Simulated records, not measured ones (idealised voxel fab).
Process module name: voxel ribs on slabs
The width of the displayed cross-section, cut, is 280 nm; its cells are square, with a size of 5 nm.
For the purposes of this document, a cross-section shall be understood as a grid of square cells, specified as bands listed in top-to-bottom order, each band consisting of one or more rows of cells. Band: top height; bottom height; in nm. Then, left to right: material with width in nm, for each material. "throughout": a single material spanning edge to edge. "air": empty space. Convention: height 0 is the level below which the wafer, as received, is all one material. The lowest band does not terminate at the bottom but continues downward, represented as "z 0 and below". Width "30->40": first value at the band's top row of cells, second value at its bottom row, equal change from row to row. For the purposes of this document, the phrase "identical to before" attached to a step denotes that no cell within the cross-section was modified by that step. "Closed void roster" means: voids of 8 cells or more that are shut off from the top with no open way through. Written width x height at distance, distance from the left edge, in nm. Note: text after step settings on the step line = simulator remark on that step. overlay nm: mask offset rightward from planned place, masked step; negative means leftward offset.

### Steps planned for the process
1) RECEIVE (material Si)
2) DIRECTIONAL_DEP (material SiO2; thk nm 25)
3) DIRECTIONAL_DEP (material polySi; thk nm 25)
4) MASKED_ETCH (tone cover; mask id RIB; width nm 25; etch materials polySi; depth nm 10; overlay nm 0)
5) DIRECTIONAL_DEP (material aC; thk nm 15)
6) PATTERN (tone cover; mask id SLAB; material resist; width nm 55; thk nm 35; overlay nm 0)
7) DIRECTIONAL_ETCH (etch materials aC; depth nm 15)
8) STRIP (etch materials resist)
9) DIRECTIONAL_ETCH (etch materials polySi; depth nm 15)
10) STRIP (etch materials aC)
11) FILL_DEP (material SiO2; thk nm 15)
12) CMP (height nm 60)
13) DIRECTIONAL_DEP (material TiN; thk nm 10)
14) MASKED_ETCH (tone cover; mask id HEATER; width nm 35; etch materials TiN; depth nm 10; overlay nm 0)
15) CONFORMAL_DEP (material SiN; thk nm 5)

### Shown in cross-section is the wafer as received, that is, as it stands after step 1
> z 0 and below | Si throughout
> Closed void roster: none

### What the wafer looks like in cross-section after this module, when it starts as shown above and follows the plan above but one mistake is made in running it
> z 75 to 70 | air=115 / SiN=45 / air=120
> z 70 to 65 | air=115 / SiN=5 / TiN=35 / SiN=5 / air=120
> z 65 to 60 | SiN=120 / TiN=35 / SiN=125
> z 60 to 25 | SiO2 throughout
> z 25 to 0 | polySi throughout
> z 0 and below | Si throughout
> Closed void roster: none
The plan and the run diverged here: deviation from plan: step 3 and step 2 executed in one another's positions
